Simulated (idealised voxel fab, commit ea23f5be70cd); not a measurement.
Name of the process module below: voxel double patterning
This is section cut - it's 280 nm across, gridded in 5 nm square cells.
A cross-section in this document is a grid of square cells, and it is written down as bands, the top band listed before the ones below it; a band is made up of one or more rows of cells.
Band: top height; bottom height; in nm. Then, left to right: material with width in nm, for each material. "full width": a single material spanning edge to edge. "air": empty space.
It should be noted that heights are counted from 0, beneath which the wafer as supplied is of one material throughout, and that the lowest band possesses no lower boundary but continues downward, as written in "0 down".
Width "30->40": first value at the band's top row of cells, second value at its bottom row, equal change from row to row.
"no modification" for a step: no cell of the cross-section changed in that step.
Empty spaces counting at least 8 cells and having no open way to the top are listed in "Enclosed internal cavities". The notation width x height at distance is used for each, the distance being from the left edge and all three values in nm.
Past the settings on a step's line: simulator remark, on that step.
You can add "overlay nm" to a step's line. For a step with a mask, it describes how far the mask lay to the right of its planned position, and a negative number describes a lay to the left.
Listed below are the process steps as planned:
1,RECEIVE: material Si
2,CONFORMAL_DEP: material SiN, thk nm 10
3,DIRECTIONAL_DEP: material SiO2, thk nm 20
4,DIRECTIONAL_DEP: material SiCN, thk nm 10
5,MASKED_ETCH: tone open, mask id FIRST, width nm 15, pitch nm 50, etch materials SiCN, depth nm 10, overlay nm 0
6,MASKED_ETCH: tone open, mask id SECOND, width nm 15, pitch nm 50, etch materials SiCN, depth nm 10, overlay nm 0
7,DIRECTIONAL_ETCH: etch materials SiO2, depth nm 20
8,STRIP: etch materials SiCN
Cross-section of the wafer as it came to us, i.e., already through step 1:
    0 down = Si full width
    Enclosed internal cavities: none
The first of the two wafers as seen in cross-section once the module was finished; processing followed the plan:
    30 to 10 = SiO2=80; air=15; SiO2=10; air=15; SiO2=10; air=15; SiO2=10; air=15; SiO2=10; air=15; SiO2=85
    10 to 0 = SiN full width
    0 down = Si full width
    Enclosed internal cavities: none
Second wafer through the module, sectioned at the end: same beginning and same plan as the first wafer, with one mistake in carrying it out:
    50 to 30 = SiO2=80; air=15; SiO2=10; air=15; SiO2=10; air=15; SiO2=10; air=15; SiO2=10; air=15; SiO2=85
    30 to 10 = SiO2 full width
    10 to 0 = SiN full width
    0 down = Si full width
    Enclosed internal cavities: none
Misprocessing identified: plan step 3 ran twice
Materials where the second wafer ends with more or fewer cells than the first: SiO2: 224 more
